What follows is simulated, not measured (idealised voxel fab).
Process module under the name voxel transistor to metal
In the cross-section labelled cut, the width is 170 nm and each square cell is 5 nm.
Cross-sections here: square-cell grids, written as top-down lists of bands, a band being one or more rows of cells.
Basically the band line says how high the top is and how high the bottom is, in nm, and then what's in it from left to right, every material with its width in nm. Empty space shows up as "air", and if a single material carries "edge to edge" it runs the full band edge to edge.
Basically, 0 is our baseline, since under it the wafer straight out of the box is all one material. The bottom band has no lower end and keeps on going down, so it looks like "0..down".
Think of "30 to 40" as a width that walks from the first number to the second as you go down the band, top row to bottom row, taking equal-sized steps from row to row.
Key: "remained the same" - step with no changed cell in the cross-section.
Entry "Completely sealed voids". Content: empty spaces with no open connection to the top, size 8 cells or greater. Each: width x height at distance. Distance: from left edge. Unit: nm.
Text after the settings on a step's line: the simulator's own remark on that step.
For masked steps, "overlay nm" on the step line gives how far right of plan the mask actually lay; a minus sign means it lay to the left.
Everything after this point is organized in pairs: a cross-section before one process step, a cross-section after it that shows only as deep as the lowest changed band, and, under the pair, the intervening step with its settings. Because different runs of this module on the same starting wafer can supply different pairs, a pair continues from the pair above it only if its entry headed "Before processing" says so.
Before processing
> 0..down  Si edge to edge
> Completely sealed voids: none
Cut View, Post-Step
> 0..-5  SiO2 edge to edge
> No changes below -5.
> Completely sealed voids: none
The process step separating the two cross-sections depicted above is as follows: OXIDIZE | depth nm 5
Before processing: same picture as after in the pair right above, so we don't repeat it.
Cut View, Post-Step
> 10..0  SiN edge to edge
> No changes below 0.
> Completely sealed voids: none
The process step separating the two cross-sections depicted above is as follows: CONFORMAL_DEP | material SiN | thk nm 10
Before processing: same picture as after in the pair right above, so we don't repeat it.
Cut View, Post-Step
> 10..0  air=30 | SiN=110 | air=30
> No changes below 0.
> Completely sealed voids: none
The process step separating the two cross-sections depicted above is as follows: MASKED_ETCH | tone cover | mask id ACTIVE | width nm 110 | etch materials SiN | depth nm 10 | overlay nm 0
Before processing: same picture as after in the pair right above, so we don't repeat it.
Cut View, Post-Step
> 10..0  air=30 | SiN=110 | air=30
> 0..-5  air=30 | SiO2=110 | air=30
> No changes below -5.
> Completely sealed voids: none
The process step separating the two cross-sections depicted above is as follows: MASKED_ETCH | tone cover | mask id ACTIVE | width nm 110 | etch materials SiO2 | depth nm 5 | overlay nm 0
Before processing: same picture as after in the pair right above, so we don't repeat it.
Cut View, Post-Step
> 10..0  air=30 | SiN=110 | air=30
> 0..-5  air=30 | SiO2=110 | air=30
> -5..-25  air=30 | Si=110 | air=30
> No changes below -25.
> Completely sealed voids: none
The process step separating the two cross-sections depicted above is as follows: MASKED_ETCH | tone cover | mask id ACTIVE | width nm 110 | etch materials Si | depth nm 20 | overlay nm 0
Before processing: same picture as after in the pair right above, so we don't repeat it.
Cut View, Post-Step
> 10..0  air=30 | SiN=110 | air=30
> 0..-5  air=30 | SiO2=110 | air=30
> -5..-25  air=30 | SiO2=5 | Si=100 | SiO2=5 | air=30
> -25..-30  SiO2=35 | Si=100 | SiO2=35
> No changes below -30.
> Completely sealed voids: none
The process step separating the two cross-sections depicted above is as follows: OXIDIZE | depth nm 5
Before processing: same picture as after in the pair right above, so we don't repeat it.
Cut View, Post-Step
> 25..10  SiO2 edge to edge
> 10..0  SiO2=30 | SiN=110 | SiO2=30
> 0..-5  SiO2 edge to edge
> -5..-30  SiO2=35 | Si=100 | SiO2=35
> No changes below -30.
> Completely sealed voids: none
The process step separating the two cross-sections depicted above is as follows: FILL_DEP | material SiO2 | thk nm 15
Before processing: same picture as after in the pair right above, so we don't repeat it.
Cut View, Post-Step
> 10..0  SiO2=30 | SiN=110 | SiO2=30
> No changes below 0.
> Completely sealed voids: none
The process step separating the two cross-sections depicted above is as follows: CMP | height nm 10
Before processing: same picture as after in the pair right above, so we don't repeat it.
Cut View, Post-Step
> 10..0  air=30 | SiN=110 | air=30
> No changes below 0.
> Completely sealed voids: none
The process step separating the two cross-sections depicted above is as follows: SELECTIVE_ETCH | etch materials SiO2 | depth nm 10
Before processing: same picture as after in the pair right above, so we don't repeat it.
Cut View, Post-Step
> 0..-5  SiO2 edge to edge
> No changes below -5.
> Completely sealed voids: none
The process step separating the two cross-sections depicted above is as follows: STRIP | etch materials SiN
Before processing: same picture as after in the pair right above, so we don't repeat it.
Cut View, Post-Step
> -5..-30  SiO2=35 | Si=100 | SiO2=35
> No changes below -30.
> Completely sealed voids: none
The process step separating the two cross-sections depicted above is as follows: SELECTIVE_ETCH | etch materials SiO2 | depth nm 5
Before processing: same picture as after in the pair right above, so we don't repeat it.
Cut View, Post-Step
> -5..-10  SiO2 edge to edge
> No changes below -10.
> Completely sealed voids: none
The process step separating the two cross-sections depicted above is as follows: OXIDIZE | depth nm 5
Before processing: same picture as after in the pair right above, so we don't repeat it.
Cut View, Post-Step
> 15..-5  polySi edge to edge
> No changes below -5.
> Completely sealed voids: none
The process step separating the two cross-sections depicted above is as follows: DIRECTIONAL_DEP | material polySi | thk nm 20
Before processing: same picture as after in the pair right above, so we don't repeat it.
Cut View, Post-Step
> 25..15  SiCN edge to edge
> No changes below 15.
> Completely sealed voids: none
The process step separating the two cross-sections depicted above is as follows: DIRECTIONAL_DEP | material SiCN | thk nm 10
Before processing: same picture as after in the pair right above, so we don't repeat it.
Cut View, Post-Step
> 40..25  aC edge to edge
> No changes below 25.
> Completely sealed voids: none
The process step separating the two cross-sections depicted above is as follows: DIRECTIONAL_DEP | material aC | thk nm 15
Before processing: same picture as after in the pair right above, so we don't repeat it.
Cut View, Post-Step
> 75..40  air=70 | resist=30 | air=70
> No changes below 40.
> Completely sealed voids: none
The process step separating the two cross-sections depicted above is as follows: PATTERN | tone cover | mask id GATE | material resist | width nm 30 | thk nm 35 | overlay nm 0
Before processing: same picture as after in the pair right above, so we don't repeat it.
Cut View, Post-Step
> 60..40  air=70 | resist=30 | air=70
> 40..25  air=70 | aC=30 | air=70
> No changes below 25.
> Completely sealed voids: none
The process step separating the two cross-sections depicted above is as follows: DIRECTIONAL_ETCH | etch materials aC | depth nm 15
Before processing: same picture as after in the pair right above, so we don't repeat it.
Cut View, Post-Step
> 40..25  air=70 | aC=30 | air=70
> No changes below 25.
> Completely sealed voids: none
The process step separating the two cross-sections depicted above is as follows: STRIP | etch materials resist
Before processing: same picture as after in the pair right above, so we don't repeat it.
Cut View, Post-Step
> 40..25  air=70 | aC=30 | air=70
> 25..15  air=70 | SiCN=30 | air=70
> No changes below 15.
> Completely sealed voids: none
The process step separating the two cross-sections depicted above is as follows: DIRECTIONAL_ETCH | etch materials SiCN | depth nm 20
Before processing: same picture as after in the pair right above, so we don't repeat it.
Cut View, Post-Step
> 40..25  air=70 | aC=30 | air=70
> 25..15  air=70 | SiCN=30 | air=70
> 15..-5  air=70 | polySi=30 | air=70
> No changes below -5.
> Completely sealed voids: none
The process step separating the two cross-sections depicted above is as follows: DIRECTIONAL_ETCH | etch materials polySi | depth nm 30
Before processing: same picture as after in the pair right above, so we don't repeat it.
Cut View, Post-Step
> 25..15  air=70 | SiCN=30 | air=70
> No changes below 15.
> Completely sealed voids: none
The process step separating the two cross-sections depicted above is as follows: STRIP | etch materials aC
Before processing: same picture as after in the pair right above, so we don't repeat it.
Cut View, Post-Step
> 30..25  air=65 | SiO2=40 | air=65
> 25..15  air=65 | SiO2=5 | SiCN=30 | SiO2=5 | air=65
> 15..0  air=65 | SiO2=5 | polySi=30 | SiO2=5 | air=65
> 0..-5  SiO2=70 | polySi=30 | SiO2=70
> No changes below -5.
> Completely sealed voids: none
The process step separating the two cross-sections depicted above is as follows: CONFORMAL_DEP | material SiO2 | thk nm 5
Before processing: same picture as after in the pair right above, so we don't repeat it.
Cut View, Post-Step
> 25..15  air=65 | SiO2=5 | SiCN=30 | SiO2=5 | air=65
> 15..-5  air=65 | SiO2=5 | polySi=30 | SiO2=5 | air=65
> No changes below -5.
> Completely sealed voids: none
The process step separating the two cross-sections depicted above is as follows: DIRECTIONAL_ETCH | etch materials SiO2 | depth nm 5
Before processing: same picture as after in the pair right above, so we don't repeat it.
Cut View, Post-Step
> 30..25  air=60 | SiN=50 | air=60
> 25..15  air=60 | SiN=5 | SiO2=5 | SiCN=30 | SiO2=5 | SiN=5 | air=60
> 15..0  air=60 | SiN=5 | SiO2=5 | polySi=30 | SiO2=5 | SiN=5 | air=60
> 0..-5  SiN=65 | SiO2=5 | polySi=30 | SiO2=5 | SiN=65
> No changes below -5.
> Completely sealed voids: none
The process step separating the two cross-sections depicted above is as follows: CONFORMAL_DEP | material SiN | thk nm 5
Before processing: same picture as after in the pair right above, so we don't repeat it.
Cut View, Post-Step
> 25..15  air=60 | SiN=5 | SiO2=5 | SiCN=30 | SiO2=5 | SiN=5 | air=60
> 15..-5  air=60 | SiN=5 | SiO2=5 | polySi=30 | SiO2=5 | SiN=5 | air=60
> No changes below -5.
> Completely sealed voids: none
The process step separating the two cross-sections depicted above is as follows: DIRECTIONAL_ETCH | etch materials SiN | depth nm 5
Before processing: same picture as after in the pair right above, so we don't repeat it.
Cut View, Post-Step
> 25..20  air=60 | SiN=5 | air=5 | SiCN=30 | air=5 | SiN=5 | air=60
> 20..15  air=60 | SiN=5 | SiO2=5 | SiCN=30 | SiO2=5 | SiN=5 | air=60
> 15..-5  air=60 | SiN=5 | SiO2=5 | polySi=30 | SiO2=5 | SiN=5 | air=60
> -5..-10  air=60 | SiO2=50 | air=60
> No changes below -10.
> Completely sealed voids: none
The process step separating the two cross-sections depicted above is as follows: DIRECTIONAL_ETCH | etch materials SiO2 | depth nm 5
Before processing: same picture as after in the pair right above, so we don't repeat it.
Cut View, Post-Step
> 25..20  air=60 | SiN=5 | air=5 | SiCN=30 | air=5 | SiN=5 | air=60
> 20..15  air=60 | SiN=5 | SiO2=5 | SiCN=30 | SiO2=5 | SiN=5 | air=60
> 15..-5  air=60 | SiN=5 | SiO2=5 | polySi=30 | SiO2=5 | SiN=5 | air=60
> -5..-10  air=60 | SiO2=50 | air=60
> -10..-20  SiO2=35 | air=25 | Si=50 | air=25 | SiO2=35
> No changes below -20.
> Completely sealed voids: none
The process step separating the two cross-sections depicted above is as follows: DIRECTIONAL_ETCH | etch materials Si | depth nm 10
Before processing: same picture as after in the pair right above, so we don't repeat it.
Cut View, Post-Step
> 25..20  air=60 | SiN=5 | air=5 | SiCN=30 | air=5 | SiN=5 | air=60
> 20..15  air=60 | SiN=5 | SiO2=5 | SiCN=30 | SiO2=5 | SiN=5 | air=60
> 15..5  air=60 | SiN=5 | SiO2=5 | polySi=30 | SiO2=5 | SiN=5 | air=60
> 5..-5  air=45 | SiGe=15 | SiN=5 | SiO2=5 | polySi=30 | SiO2=5 | SiN=5 | SiGe=15 | air=45
> -5..-10  air=30 | SiGe=30 | SiO2=50 | SiGe=30 | air=30
> -10..-20  SiO2=35 | SiGe=25 | Si=50 | SiGe=25 | SiO2=35
> No changes below -20.
> Completely sealed voids: none
The process step separating the two cross-sections depicted above is as follows: EPI | material SiGe | thk nm 15
Before processing: same picture as after in the pair right above, so we don't repeat it.
Cut View, Post-Step
> 35..25  SiO2 edge to edge
> 25..15  SiO2=60 | SiN=5 | SiO2=5 | SiCN=30 | SiO2=5 | SiN=5 | SiO2=60
> 15..5  SiO2=60 | SiN=5 | SiO2=5 | polySi=30 | SiO2=5 | SiN=5 | SiO2=60
> 5..-5  SiO2=45 | SiGe=15 | SiN=5 | SiO2=5 | polySi=30 | SiO2=5 | SiN=5 | SiGe=15 | SiO2=45
> -5..-10  SiO2=30 | SiGe=30 | SiO2=50 | SiGe=30 | SiO2=30
> No changes below -10.
> Completely sealed voids: none
The process step separating the two cross-sections depicted above is as follows: FILL_DEP | material SiO2 | thk nm 10
Before processing: same picture as after in the pair right above, so we don't repeat it.
Cut View, Post-Step
> 15..5  SiO2=60 | SiN=5 | SiO2=5 | polySi=30 | SiO2=5 | SiN=5 | SiO2=60
> No changes below 5.
> Completely sealed voids: none
The process step separating the two cross-sections depicted above is as follows: CMP | height nm 15
Before processing: same picture as after in the pair right above, so we don't repeat it.
Cut View, Post-Step
> 15..5  SiO2=60 | SiN=5 | SiO2=5 | air=30 | SiO2=5 | SiN=5 | SiO2=60
> 5..-5  SiO2=45 | SiGe=15 | SiN=5 | SiO2=5 | air=30 | SiO2=5 | SiN=5 | SiGe=15 | SiO2=45
> No changes below -5.
> Completely sealed voids: none
The process step separating the two cross-sections depicted above is as follows: STRIP | etch materials polySi
Before processing: same picture as after in the pair right above, so we don't repeat it.
Cut View, Post-Step
> 15..10  air=60 | SiN=5 | air=40 | SiN=5 | air=60
> 10..5  SiO2=60 | SiN=5 | air=40 | SiN=5 | SiO2=60
> 5..-5  SiO2=45 | SiGe=15 | SiN=5 | air=40 | SiN=5 | SiGe=15 | SiO2=45
> -5..-10  SiO2=30 | SiGe=30 | SiO2=5 | air=40 | SiO2=5 | SiGe=30 | SiO2=30
> No changes below -10.
> Completely sealed voids: none
The process step separating the two cross-sections depicted above is as follows: SELECTIVE_ETCH | etch materials SiO2 | depth nm 5
Before processing: same picture as after in the pair right above, so we don't repeat it.
Cut View, Post-Step
> 20..15  air=55 | HfO2=15 | air=30 | HfO2=15 | air=55
> 15..10  HfO2=60 | SiN=5 | HfO2=5 | air=30 | HfO2=5 | SiN=5 | HfO2=60
> 10..5  SiO2=60 | SiN=5 | HfO2=5 | air=30 | HfO2=5 | SiN=5 | SiO2=60
> 5..-5  SiO2=45 | SiGe=15 | SiN=5 | HfO2=5 | air=30 | HfO2=5 | SiN=5 | SiGe=15 | SiO2=45
> -5..-10  SiO2=30 | SiGe=30 | SiO2=5 | HfO2=40 | SiO2=5 | SiGe=30 | SiO2=30
> No changes below -10.
> Completely sealed voids: none
The process step separating the two cross-sections depicted above is as follows: CONFORMAL_DEP | material HfO2 | thk nm 5
Before processing: same picture as after in the pair right above, so we don't repeat it.
Cut View, Post-Step
> 25..20  air=50 | TiN=25 | air=20 | TiN=25 | air=50
> 20..15  TiN=55 | HfO2=15 | TiN=5 | air=20 | TiN=5 | HfO2=15 | TiN=55
> 15..10  HfO2=60 | SiN=5 | HfO2=5 | TiN=5 | air=20 | TiN=5 | HfO2=5 | SiN=5 | HfO2=60
> 10..5  SiO2=60 | SiN=5 | HfO2=5 | TiN=5 | air=20 | TiN=5 | HfO2=5 | SiN=5 | SiO2=60
> 5..0  SiO2=45 | SiGe=15 | SiN=5 | HfO2=5 | TiN=5 | air=20 | TiN=5 | HfO2=5 | SiN=5 | SiGe=15 | SiO2=45
> 0..-5  SiO2=45 | SiGe=15 | SiN=5 | HfO2=5 | TiN=30 | HfO2=5 | SiN=5 | SiGe=15 | SiO2=45
> No changes below -5.
> Completely sealed voids: none
The process step separating the two cross-sections depicted above is as follows: CONFORMAL_DEP | material TiN | thk nm 5
Before processing: same picture as after in the pair right above, so we don't repeat it.
Cut View, Post-Step
> 30..25  W edge to edge
> 25..20  W=50 | TiN=25 | W=20 | TiN=25 | W=50
> 20..15  TiN=55 | HfO2=15 | TiN=5 | W=20 | TiN=5 | HfO2=15 | TiN=55
> 15..10  HfO2=60 | SiN=5 | HfO2=5 | TiN=5 | W=20 | TiN=5 | HfO2=5 | SiN=5 | HfO2=60
> 10..5  SiO2=60 | SiN=5 | HfO2=5 | TiN=5 | W=20 | TiN=5 | HfO2=5 | SiN=5 | SiO2=60
> 5..0  SiO2=45 | SiGe=15 | SiN=5 | HfO2=5 | TiN=5 | W=20 | TiN=5 | HfO2=5 | SiN=5 | SiGe=15 | SiO2=45
> No changes below 0.
> Completely sealed voids: none
The process step separating the two cross-sections depicted above is as follows: FILL_DEP | material W | thk nm 5
Before processing: same picture as after in the pair right above, so we don't repeat it.
Cut View, Post-Step
> 10..5  SiO2=60 | SiN=5 | HfO2=5 | TiN=5 | W=20 | TiN=5 | HfO2=5 | SiN=5 | SiO2=60
> No changes below 5.
> Completely sealed voids: none
The process step separating the two cross-sections depicted above is as follows: CMP | height nm 10
Before processing: same picture as after in the pair right above, so we don't repeat it.
Cut View, Post-Step
> 20..10  SiO2 edge to edge
> No changes below 10.
> Completely sealed voids: none
The process step separating the two cross-sections depicted above is as follows: DIRECTIONAL_DEP | material SiO2 | thk nm 10
Before processing: same picture as after in the pair right above, so we don't repeat it.
Cut View, Post-Step
> 20..10  SiO2=35 | air=20 | SiO2=60 | air=20 | SiO2=35
> 10..5  SiO2=35 | air=20 | SiO2=5 | SiN=5 | HfO2=5 | TiN=5 | W=20 | TiN=5 | HfO2=5 | SiN=5 | SiO2=5 | air=20 | SiO2=35
> 5..0  SiO2=35 | air=10 | SiGe=15 | SiN=5 | HfO2=5 | TiN=5 | W=20 | TiN=5 | HfO2=5 | SiN=5 | SiGe=15 | air=10 | SiO2=35
> 0..-5  SiO2=35 | air=10 | SiGe=15 | SiN=5 | HfO2=5 | TiN=30 | HfO2=5 | SiN=5 | SiGe=15 | air=10 | SiO2=35
> No changes below -5.
> Completely sealed voids: none
The process step separating the two cross-sections depicted above is as follows: MASKED_ETCH | tone open | mask id CONTACT | width nm 20 | pitch nm 80 | etch materials SiO2 | depth nm 25 | overlay nm 0
Before processing: same picture as after in the pair right above, so we don't repeat it.
Cut View, Post-Step
> 25..20  TiN=40 | air=10 | TiN=70 | air=10 | TiN=40
> 20..10  SiO2=35 | TiN=5 | air=10 | TiN=5 | SiO2=60 | TiN=5 | air=10 | TiN=5 | SiO2=35
> 10..5  SiO2=35 | TiN=20 | SiO2=5 | SiN=5 | HfO2=5 | TiN=5 | W=20 | TiN=5 | HfO2=5 | SiN=5 | SiO2=5 | TiN=20 | SiO2=35
> 5..0  SiO2=35 | TiN=10 | SiGe=15 | SiN=5 | HfO2=5 | TiN=5 | W=20 | TiN=5 | HfO2=5 | SiN=5 | SiGe=15 | TiN=10 | SiO2=35
> 0..-5  SiO2=35 | TiN=10 | SiGe=15 | SiN=5 | HfO2=5 | TiN=30 | HfO2=5 | SiN=5 | SiGe=15 | TiN=10 | SiO2=35
> No changes below -5.
> Completely sealed voids: none
The process step separating the two cross-sections depicted above is as follows: CONFORMAL_DEP | material TiN | thk nm 5
Before processing: same picture as after in the pair right above, so we don't repeat it.
Cut View, Post-Step
> 35..25  W edge to edge
> 25..20  TiN=40 | W=10 | TiN=70 | W=10 | TiN=40
> 20..10  SiO2=35 | TiN=5 | W=10 | TiN=5 | SiO2=60 | TiN=5 | W=10 | TiN=5 | SiO2=35
> No changes below 10.
> Completely sealed voids: none
The process step separating the two cross-sections depicted above is as follows: FILL_DEP | material W | thk nm 10
Before processing: same picture as after in the pair right above, so we don't repeat it.
Cut View, Post-Step
> 20..10  SiO2=35 | TiN=5 | W=10 | TiN=5 | SiO2=60 | TiN=5 | W=10 | TiN=5 | SiO2=35
> No changes below 10.
> Completely sealed voids: none
The process step separating the two cross-sections depicted above is as follows: CMP | height nm 20
Before processing: same picture as after in the pair right above, so we don't repeat it.
Cut View, Post-Step
> 25..20  TiN edge to edge
> No changes below 20.
> Completely sealed voids: none
The process step separating the two cross-sections depicted above is as follows: DIRECTIONAL_DEP | material TiN | thk nm 5
Before processing: same picture as after in the pair right above, so we don't repeat it.
Cut View, Post-Step
> 45..25  W edge to edge
> No changes below 25.
> Completely sealed voids: none
The process step separating the two cross-sections depicted above is as follows: DIRECTIONAL_DEP | material W | thk nm 20
Before processing: same picture as after in the pair right above, so we don't repeat it.
Cut View, Post-Step
> 65..45  air=35 | resist=20 | air=60 | resist=20 | air=35
> No changes below 45.
> Completely sealed voids: none
The process step separating the two cross-sections depicted above is as follows: PATTERN | tone cover | mask id METAL_1 | material resist | width nm 20 | pitch nm 80 | thk nm 20 | overlay nm 0
Before processing: same picture as after in the pair right above, so we don't repeat it.
Cut View, Post-Step
> 65..45  air=35 | resist=20 | air=60 | resist=20 | air=35
> 45..25  air=35 | W=20 | air=60 | W=20 | air=35
> No changes below 25.
> Completely sealed voids: none
The process step separating the two cross-sections depicted above is as follows: DIRECTIONAL_ETCH | etch materials W | depth nm 20
Before processing: same picture as after in the pair right above, so we don't repeat it.
Cut View, Post-Step
> 65..45  air=35 | resist=20 | air=60 | resist=20 | air=35
> 45..25  air=35 | W=20 | air=60 | W=20 | air=35
> 25..20  air=35 | TiN=20 | air=60 | TiN=20 | air=35
> No changes below 20.
> Completely sealed voids: none
The process step separating the two cross-sections depicted above is as follows: DIRECTIONAL_ETCH | etch materials TiN | depth nm 5
Before processing: same picture as after in the pair right above, so we don't repeat it.
Cut View, Post-Step
> 45..25  air=35 | W=20 | air=60 | W=20 | air=35
> No changes below 25.
> Completely sealed voids: none
The process step separating the two cross-sections depicted above is as follows: STRIP | etch materials resist
Before processing: same picture as after in the pair right above, so we don't repeat it.
Cut View, Post-Step
> 50..45  air=30 | SiN=30 | air=50 | SiN=30 | air=30
> 45..25  air=30 | SiN=5 | W=20 | SiN=5 | air=50 | SiN=5 | W=20 | SiN=5 | air=30
> 25..20  SiN=35 | TiN=20 | SiN=60 | TiN=20 | SiN=35
> No changes below 20.
> Completely sealed voids: none
The process step separating the two cross-sections depicted above is as follows: CONFORMAL_DEP | material SiN | thk nm 5
Before processing: same picture as after in the pair right above, so we don't repeat it.
Cut View, Post-Step
> 60..50  lowk edge to edge
> 50..45  lowk=30 | SiN=30 | lowk=50 | SiN=30 | lowk=30
> 45..25  lowk=30 | SiN=5 | W=20 | SiN=5 | lowk=50 | SiN=5 | W=20 | SiN=5 | lowk=30
> No changes below 25.
> Completely sealed voids: none
The process step separating the two cross-sections depicted above is as follows: FILL_DEP | material lowk | thk nm 10
Before processing: same picture as after in the pair right above, so we don't repeat it.
Cut View, Post-Step
> 45..25  lowk=30 | SiN=5 | W=20 | SiN=5 | lowk=50 | SiN=5 | W=20 | SiN=5 | lowk=30
> No changes below 25.
> Completely sealed voids: none
The process step separating the two cross-sections depicted above is as follows: CMP | height nm 45
Before processing: same picture as after in the pair right above, so we don't repeat it.
Cut View, Post-Step
> 50..45  SiN edge to edge
> No changes below 45.
> Completely sealed voids: none
The process step separating the two cross-sections depicted above is as follows: CONFORMAL_DEP | material SiN | thk nm 5
Before processing
> 60..50  lowk edge to edge
> 50..45  lowk=30 | SiN=30 | lowk=50 | SiN=30 | lowk=30
> 45..25  lowk=30 | SiN=5 | W=20 | SiN=5 | lowk=50 | SiN=5 | W=20 | SiN=5 | lowk=30
> 25..20  SiN=35 | TiN=20 | SiN=60 | TiN=20 | SiN=35
> 20..10  SiO2=35 | TiN=5 | W=10 | TiN=5 | SiO2=60 | TiN=5 | W=10 | TiN=5 | SiO2=35
> 10..5  SiO2=35 | TiN=20 | SiO2=5 | SiN=5 | HfO2=5 | TiN=5 | W=20 | TiN=5 | HfO2=5 | SiN=5 | SiO2=5 | TiN=20 | SiO2=35
> 5..0  SiO2=35 | TiN=10 | SiGe=15 | SiN=5 | HfO2=5 | TiN=5 | W=20 | TiN=5 | HfO2=5 | SiN=5 | SiGe=15 | TiN=10 | SiO2=35
> 0..-5  SiO2=35 | TiN=10 | SiGe=15 | SiN=5 | HfO2=5 | TiN=30 | HfO2=5 | SiN=5 | SiGe=15 | TiN=10 | SiO2=35
> -5..-10  SiO2=30 | SiGe=30 | SiO2=5 | HfO2=40 | SiO2=5 | SiGe=30 | SiO2=30
> -10..-20  SiO2=35 | SiGe=25 | Si=50 | SiGe=25 | SiO2=35
> -20..-30  SiO2=35 | Si=100 | SiO2=35
> -30..down  Si edge to edge
> Completely sealed voids: none
Cut View, Post-Step
> 65..60  SiN edge to edge
> No changes below 60.
> Completely sealed voids: none
The process step separating the two cross-sections depicted above is as follows: CONFORMAL_DEP | material SiN | thk nm 5
Before processing
> 25..20  air=60 | SiN=5 | air=5 | SiCN=30 | air=5 | SiN=5 | air=60
> 20..15  air=60 | SiN=5 | SiO2=5 | SiCN=30 | SiO2=5 | SiN=5 | air=60
> 15..5  air=60 | SiN=5 | SiO2=5 | polySi=30 | SiO2=5 | SiN=5 | air=60
> 5..-5  air=45 | SiGe=15 | SiN=5 | SiO2=5 | polySi=30 | SiO2=5 | SiN=5 | SiGe=15 | air=45
> -5..-10  air=30 | SiGe=30 | SiO2=50 | SiGe=30 | air=30
> -10..-20  SiO2=35 | SiGe=25 | Si=50 | SiGe=25 | SiO2=35
> -20..-30  SiO2=35 | Si=100 | SiO2=35
> -30..down  Si edge to edge
> Completely sealed voids: none
Cut View, Post-Step
> 25..20  air=60 | SiN=5 | air=5 | SiCN=30 | air=5 | SiN=5 | air=60
> 20..15  air=30 | SiGe=30 | SiN=5 | SiO2=5 | SiCN=30 | SiO2=5 | SiN=5 | SiGe=30 | air=30
> 15..10  air=30 | SiGe=30 | SiN=5 | SiO2=5 | polySi=30 | SiO2=5 | SiN=5 | SiGe=30 | air=30
> 10..-5  air=15 | SiGe=45 | SiN=5 | SiO2=5 | polySi=30 | SiO2=5 | SiN=5 | SiGe=45 | air=15
> -5..-10  air=15 | SiGe=45 | SiO2=50 | SiGe=45 | air=15
> No changes below -10.
> Completely sealed voids: none
The process step separating the two cross-sections depicted above is as follows: EPI | material SiGe | thk nm 15
Before processing: same picture as after in the pair right above, so we don't repeat it.
Cut View, Post-Step
> 35..25  SiO2 edge to edge
> 25..20  SiO2=60 | SiN=5 | SiO2=5 | SiCN=30 | SiO2=5 | SiN=5 | SiO2=60
> 20..15  SiO2=30 | SiGe=30 | SiN=5 | SiO2=5 | SiCN=30 | SiO2=5 | SiN=5 | SiGe=30 | SiO2=30
> 15..10  SiO2=30 | SiGe=30 | SiN=5 | SiO2=5 | polySi=30 | SiO2=5 | SiN=5 | SiGe=30 | SiO2=30
> 10..-5  SiO2=15 | SiGe=45 | SiN=5 | SiO2=5 | polySi=30 | SiO2=5 | SiN=5 | SiGe=45 | SiO2=15
> -5..-10  SiO2=15 | SiGe=45 | SiO2=50 | SiGe=45 | SiO2=15
> No changes below -10.
> Completely sealed voids: none
The process step separating the two cross-sections depicted above is as follows: FILL_DEP | material SiO2 | thk nm 10
Before processing: same picture as after in the pair right above, so we don't repeat it.
Cut View, Post-Step
> 15..10  SiO2=30 | SiGe=30 | SiN=5 | SiO2=5 | polySi=30 | SiO2=5 | SiN=5 | SiGe=30 | SiO2=30
> No changes below 10.
> Completely sealed voids: none
The process step separating the two cross-sections depicted above is as follows: CMP | height nm 15
Before processing: same picture as after in the pair right above, so we don't repeat it.
Cut View, Post-Step
> 15..10  SiO2=30 | SiGe=30 | SiN=5 | SiO2=5 | air=30 | SiO2=5 | SiN=5 | SiGe=30 | SiO2=30
> 10..-5  SiO2=15 | SiGe=45 | SiN=5 | SiO2=5 | air=30 | SiO2=5 | SiN=5 | SiGe=45 | SiO2=15
> No changes below -5.
> Completely sealed voids: none
The process step separating the two cross-sections depicted above is as follows: STRIP | etch materials polySi
Before processing: same picture as after in the pair right above, so we don't repeat it.
Cut View, Post-Step
> 15..10  air=30 | SiGe=30 | SiN=5 | air=40 | SiN=5 | SiGe=30 | air=30
> 10..-5  SiO2=15 | SiGe=45 | SiN=5 | air=40 | SiN=5 | SiGe=45 | SiO2=15
> -5..-10  SiO2=15 | SiGe=45 | SiO2=5 | air=40 | SiO2=5 | SiGe=45 | SiO2=15
> No changes below -10.
> Completely sealed voids: none
The process step separating the two cross-sections depicted above is as follows: SELECTIVE_ETCH | etch materials SiO2 | depth nm 5
Before processing: same picture as after in the pair right above, so we don't repeat it.
Cut View, Post-Step
> 20..15  air=25 | HfO2=45 | air=30 | HfO2=45 | air=25
> 15..10  HfO2=30 | SiGe=30 | SiN=5 | HfO2=5 | air=30 | HfO2=5 | SiN=5 | SiGe=30 | HfO2=30
> 10..-5  SiO2=15 | SiGe=45 | SiN=5 | HfO2=5 | air=30 | HfO2=5 | SiN=5 | SiGe=45 | SiO2=15
> -5..-10  SiO2=15 | SiGe=45 | SiO2=5 | HfO2=40 | SiO2=5 | SiGe=45 | SiO2=15
> No changes below -10.
> Completely sealed voids: none
The process step separating the two cross-sections depicted above is as follows: CONFORMAL_DEP | material HfO2 | thk nm 5
Before processing: same picture as after in the pair right above, so we don't repeat it.
Cut View, Post-Step
> 25..20  air=20 | TiN=55 | air=20 | TiN=55 | air=20
> 20..15  TiN=25 | HfO2=45 | TiN=5 | air=20 | TiN=5 | HfO2=45 | TiN=25
> 15..10  HfO2=30 | SiGe=30 | SiN=5 | HfO2=5 | TiN=5 | air=20 | TiN=5 | HfO2=5 | SiN=5 | SiGe=30 | HfO2=30
> 10..0  SiO2=15 | SiGe=45 | SiN=5 | HfO2=5 | TiN=5 | air=20 | TiN=5 | HfO2=5 | SiN=5 | SiGe=45 | SiO2=15
> 0..-5  SiO2=15 | SiGe=45 | SiN=5 | HfO2=5 | TiN=30 | HfO2=5 | SiN=5 | SiGe=45 | SiO2=15
> No changes below -5.
> Completely sealed voids: none
The process step separating the two cross-sections depicted above is as follows: CONFORMAL_DEP | material TiN | thk nm 5
Before processing: same picture as after in the pair right above, so we don't repeat it.
Cut View, Post-Step
> 30..25  W edge to edge
> 25..20  W=20 | TiN=55 | W=20 | TiN=55 | W=20
> 20..15  TiN=25 | HfO2=45 | TiN=5 | W=20 | TiN=5 | HfO2=45 | TiN=25
> 15..10  HfO2=30 | SiGe=30 | SiN=5 | HfO2=5 | TiN=5 | W=20 | TiN=5 | HfO2=5 | SiN=5 | SiGe=30 | HfO2=30
> 10..0  SiO2=15 | SiGe=45 | SiN=5 | HfO2=5 | TiN=5 | W=20 | TiN=5 | HfO2=5 | SiN=5 | SiGe=45 | SiO2=15
> No changes below 0.
> Completely sealed voids: none
The process step separating the two cross-sections depicted above is as follows: FILL_DEP | material W | thk nm 5
Before processing: same picture as after in the pair right above, so we don't repeat it.
Cut View, Post-Step
> 10..0  SiO2=15 | SiGe=45 | SiN=5 | HfO2=5 | TiN=5 | W=20 | TiN=5 | HfO2=5 | SiN=5 | SiGe=45 | SiO2=15
> No changes below 0.
> Completely sealed voids: none
The process step separating the two cross-sections depicted above is as follows: CMP | height nm 10
Before processing: same picture as after in the pair right above, so we don't repeat it.
Cut View, Post-Step
> 20..10  SiO2 edge to edge
> No changes below 10.
> Completely sealed voids: none
The process step separating the two cross-sections depicted above is as follows: DIRECTIONAL_DEP | material SiO2 | thk nm 10
